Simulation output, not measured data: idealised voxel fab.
process module | voxel released beams
cross-section cut | 235 nm wide | cells 5 nm
A cross-section is a grid of square cells, given in bands from the top down. A band is one or more rows of cells.
Each band's line starts with the height of the band's top and of its bottom, in nm. Then come its materials from left to right, each with its width in nm. One material with "throughout" fills the band from edge to edge. "air" is empty space.
Height 0 is the level under which the wafer as received is all one material. The lowest band goes on downwards, as in "0 down".
A width such as "30 to 40" changes by the same amount from each row of cells to the next, from the band's top row to its bottom row.
"no change" after a step means that no cell of the cross-section changed.
closed voids: empty space of 8 cells or more with no open way to the top, each as width x height at its distance from the left edge, in nm
after a step's settings: what the simulator itself notes on the step
overlay nm, on a step with a mask: how far to the right of its planned place the mask lay; to the left if negative
plan
1 op RECEIVE | material Si
2 op CONFORMAL_DEP | material Al2O3 | thk nm 5
3 op DIRECTIONAL_DEP | material SiO2 | thk nm 20
4 op MASKED_ETCH | tone open | mask id ANCHOR | width nm 25 | etch materials SiO2 | depth nm 20 | overlay nm 0
5 op CONFORMAL_DEP | material W | thk nm 10
6 op DIRECTIONAL_DEP | material aC | thk nm 10
7 op PATTERN | tone cover | mask id BEAM | material resist | width nm 80 | thk nm 25 | overlay nm 0
8 op DIRECTIONAL_ETCH | etch materials aC | depth nm 10
9 op STRIP | etch materials resist
10 op DIRECTIONAL_ETCH | etch materials W | depth nm 10
11 op STRIP | etch materials aC
12 op STRIP | etch materials SiO2
as received, after step 1
  0 down: Si throughout
  closed voids: none
a wafer at the end: this start, this plan, one mistake
  35 to 25: air 75 | W 15 | air 5 | W 65 | air 75
  25 to 15: air 80 | W 10 | air 5 | W 10 | air 130
  15 to 5: air 80 | W 25 | air 130
  5 to 0: Al2O3 throughout
  0 down: Si throughout
  closed voids: none
what went wrong: step 7 ran as: op PATTERN | tone cover | mask id BEAM | material resist | width nm 85 | thk nm 25 | overlay nm 0
